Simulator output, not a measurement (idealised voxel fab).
voxel spacer lines: a process module
We display cut, a cross-section 175 nm in width whose square cells are each 5 nm.
How to read a cross-section here: the picture is a grid of square cells, written as bands going from the top down, and any band can span one or more rows of cells.
First you get the band's top height and its bottom height, in nm, and then the materials it's made of, left to right, with each width in nm. If you see a single material with "full width", that one covers the band edge to edge. "air" is empty space.
Heights are reckoned from 0. Under this level, the received wafer is all of one material. The bottommost band is open-ended downward, for example "0 and below".
With a width like "30..40", each row of cells in the band differs from the next by the same amount, the top row carrying the first number and the bottom row the second.
Step note "no modification" = no cross-section cell changed.
Reported under the label "Voids, sealed" are the empty spaces having no open way to the top and comprising 8 cells or more; the notation for each is width x height at distance, in which the distance is measured from the left edge and all three values are in nm.
Anything after a step's settings on that line? It's the simulator's own note about the step.
If you see "overlay nm" on a step's line and that step has a mask, it's telling you how far right of where it was planned the mask ended up; a negative number means it went left instead.
plan
1 RECEIVE, material Si
2 CONFORMAL_DEP, material Al2O3, thk nm 5
3 DIRECTIONAL_DEP, material W, thk nm 15
4 DIRECTIONAL_DEP, material aC, thk nm 30
5 PATTERN, tone cover, mask id MANDREL, material resist, width nm 20, pitch nm 70, thk nm 35, overlay nm 0
6 DIRECTIONAL_ETCH, etch materials aC, depth nm 30
7 STRIP, etch materials resist
8 CONFORMAL_DEP, material SiN, thk nm 15
9 DIRECTIONAL_ETCH, etch materials SiN, depth nm 5
10 STRIP, etch materials aC
11 DIRECTIONAL_ETCH, etch materials W, depth nm 15
12 STRIP, etch materials SiN
13 FILL_DEP, material SiO2, thk nm 5
14 CMP, height nm 20
It is noted that the wafers described herein are identical at the outset and are distinguished by the depth nm of step 9; the value stated in the plan corresponds to the first wafer.
After step 1, as received: first of several wafers, cross-section
> 0 and below | Si full width
> Voids, sealed: none
After the module's final step, step 14: the first of several wafers in cross-section
> 20 down to 5 | W full width
> 5 down to 0 | Al2O3 full width
> 0 and below | Si full width
> Voids, sealed: none
Cross-sectional view of the final wafer of several at the module's end
> 20 down to 5 | 25 of SiO2, 15 of W, 20 of SiO2, 15 of W, 20 of SiO2, 15 of W, 20 of SiO2, 15 of W, 30 of SiO2
> 5 down to 0 | Al2O3 full width
> 0 and below | Si full width
> Voids, sealed: none
Per wafer, end of module: cells gained (+) or lost (-) per material since receipt, then closed voids
depth nm 5; +35 Al2O3; +105 W; Voids, sealed: none
depth nm 10; +35 Al2O3; +105 W; Voids, sealed: none
depth nm 15; +35 Al2O3; +69 SiO2; +36 W; Voids, sealed: none
depth nm 20; +35 Al2O3; +69 SiO2; +36 W; Voids, sealed: none
depth nm 25; +35 Al2O3; +69 SiO2; +36 W; Voids, sealed: none
depth nm 30; +35 Al2O3; +69 SiO2; +36 W; Voids, sealed: none
